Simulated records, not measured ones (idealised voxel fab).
Proc. module: voxel transistor to metal
Displayed cross-section: cut, width of 180 nm, square cells sized 5 nm.
This document writes a cross-section as a grid whose cells are square, and gives it as bands, listed from the top down; one or more rows of cells form a band. A band entry consists of two parts. The first gives the height of the band's top and the height of its bottom, in nm. The rest lists the band's materials from left to right, each with its width in nm. A single material labelled with the word "all across" fills the band from edge to edge, and the word "empty" marks empty space. Counting heights begins at 0, where everything beneath is, in the wafer as received, one material. The lowest band has no bottom; it goes on downwards, as "z 0 and below" shows. A two-number width, for instance "30 to 40", indicates that the width is equal to the first number in the top row of the band and to the second number in the bottom row, and that it changes by a constant amount per row of cells. Reading "identical to before" for a step: not a cell of the cross-section changed in it. In the "Sealed internal cavities" entry, you get each enclosed empty space of 8 cells or more, one with no open way to the top, written width x height at distance, distance from the left edge, in nm. Text after the settings on a step's line: the simulator's own remark on that step. When a step includes a mask, the "overlay nm" setting on its line states how far to the right of its planned place that mask lay, and negative values state how far to the left.
# Steps planned for the process
1) RECEIVE: material Si
2) CONFORMAL_DEP: material SiO2, thk nm 5
3) CONFORMAL_DEP: material SiN, thk nm 10
4) DIRECTIONAL_DEP: material aC, thk nm 10
5) PATTERN: tone cover, mask id ACTIVE, material resist, width nm 110, thk nm 30, overlay nm 0
6) DIRECTIONAL_ETCH: etch materials aC, depth nm 10
7) STRIP: etch materials resist
8) DIRECTIONAL_ETCH: etch materials SiN, depth nm 10
9) DIRECTIONAL_ETCH: etch materials SiO2, depth nm 5
10) DIRECTIONAL_ETCH: etch materials Si, depth nm 30
11) STRIP: etch materials aC
12) FILL_DEP: material SiO2, thk nm 10
13) CMP: height nm 15
14) SELECTIVE_ETCH: etch materials SiO2, depth nm 5
15) STRIP: etch materials SiN
16) SELECTIVE_ETCH: etch materials SiO2, depth nm 5
17) OXIDIZE: depth nm 5
18) DIRECTIONAL_DEP: material polySi, thk nm 25
19) DIRECTIONAL_DEP: material SiCN, thk nm 15
20) PATTERN: tone cover, mask id GATE, material resist, width nm 30, thk nm 20, overlay nm 0
21) DIRECTIONAL_ETCH: etch materials SiCN, depth nm 25
22) DIRECTIONAL_ETCH: etch materials polySi, depth nm 35
23) STRIP: etch materials resist
24) CONFORMAL_DEP: material SiN, thk nm 5
25) DIRECTIONAL_ETCH: etch materials SiN, depth nm 5
26) DIRECTIONAL_ETCH: etch materials SiO2, depth nm 5
27) DIRECTIONAL_ETCH: etch materials Si, depth nm 10
28) EPI: material SiGe, thk nm 10
29) FILL_DEP: material SiO2, thk nm 10
30) CMP: height nm 25
31) STRIP: etch materials polySi
32) SELECTIVE_ETCH: etch materials SiO2, depth nm 5
33) CONFORMAL_DEP: material HfO2, thk nm 5
34) CONFORMAL_DEP: material TiN, thk nm 5
35) FILL_DEP: material W, thk nm 10
36) CMP: height nm 20
37) DIRECTIONAL_DEP: material SiO2, thk nm 10
38) DIRECTIONAL_DEP: material aC, thk nm 10
39) PATTERN: tone open, mask id CONTACT, material resist, width nm 15, pitch nm 75, thk nm 25, overlay nm 0
40) DIRECTIONAL_ETCH: etch materials aC, depth nm 10
41) STRIP: etch materials resist
42) DIRECTIONAL_ETCH: etch materials SiO2, depth nm 35
43) STRIP: etch materials aC
44) CONFORMAL_DEP: material TiN, thk nm 5
45) FILL_DEP: material W, thk nm 5
46) CMP: height nm 30
47) DIRECTIONAL_DEP: material TiN, thk nm 5
48) DIRECTIONAL_DEP: material Ru, thk nm 20
49) DIRECTIONAL_DEP: material aC, thk nm 15
50) PATTERN: tone cover, mask id METAL_1, material resist, width nm 15, pitch nm 75, thk nm 35, overlay nm 0
51) DIRECTIONAL_ETCH: etch materials aC, depth nm 15
52) STRIP: etch materials resist
53) DIRECTIONAL_ETCH: etch materials Ru, depth nm 20
54) DIRECTIONAL_ETCH: etch materials TiN, depth nm 5
55) STRIP: etch materials aC
56) CONFORMAL_DEP: material SiN, thk nm 5
57) FILL_DEP: material lowk, thk nm 10
58) CMP: height nm 55
59) CONFORMAL_DEP: material SiCN, thk nm 5
# As-received wafer cross-section (after step 1)
- z 0 and below = Si all across
- Sealed internal cavities: none
# The cross-section shown corresponds to the wafer at the conclusion of the module. The initial structure and the process plan are those presented above; however, one mistake occurred in executing the plan
- z 60 to 55 = SiCN all across
- z 55 to 35 = lowk (40); SiN (5); Ru (15); SiN (5); lowk (50); SiN (5); Ru (15); SiN (5); lowk (40)
- z 35 to 30 = SiN (45); TiN (15); SiN (60); TiN (15); SiN (45)
- z 30 to 20 = SiO2 (45); TiN (5); W (5); TiN (5); SiO2 (60); TiN (5); W (5); TiN (5); SiO2 (45)
- z 20 to 5 = SiO2 (45); TiN (5); W (5); TiN (5); SiO2 (10); SiN (5); HfO2 (5); TiN (5); W (10); TiN (5); HfO2 (5); SiN (5); SiO2 (10); TiN (5); W (5); TiN (5); SiO2 (45)
- z 5 to 0 = SiO2 (25); SiN (5); SiO2 (15); TiN (5); W (5); TiN (5); SiGe (10); SiN (5); HfO2 (5); TiN (20); HfO2 (5); SiN (5); SiGe (10); TiN (5); W (5); TiN (5); SiO2 (15); SiN (5); SiO2 (25)
- z 0 to -5 = SiO2 (45); TiN (15); SiGe (10); HfO2 (40); SiGe (10); TiN (15); SiO2 (45)
- z -5 to -15 = SiO2 (30); SiGe (40); Si (40); SiGe (40); SiO2 (30)
- z -15 to -30 = SiO2 (30); Si (120); SiO2 (30)
- z -30 and below = Si all across
- Sealed internal cavities: none
Finding, execution versus plan: step 5 deviated from plan and actually ran as PATTERN: tone cover, mask id ACTIVE, material resist, width nm 120, thk nm 30, overlay nm 0
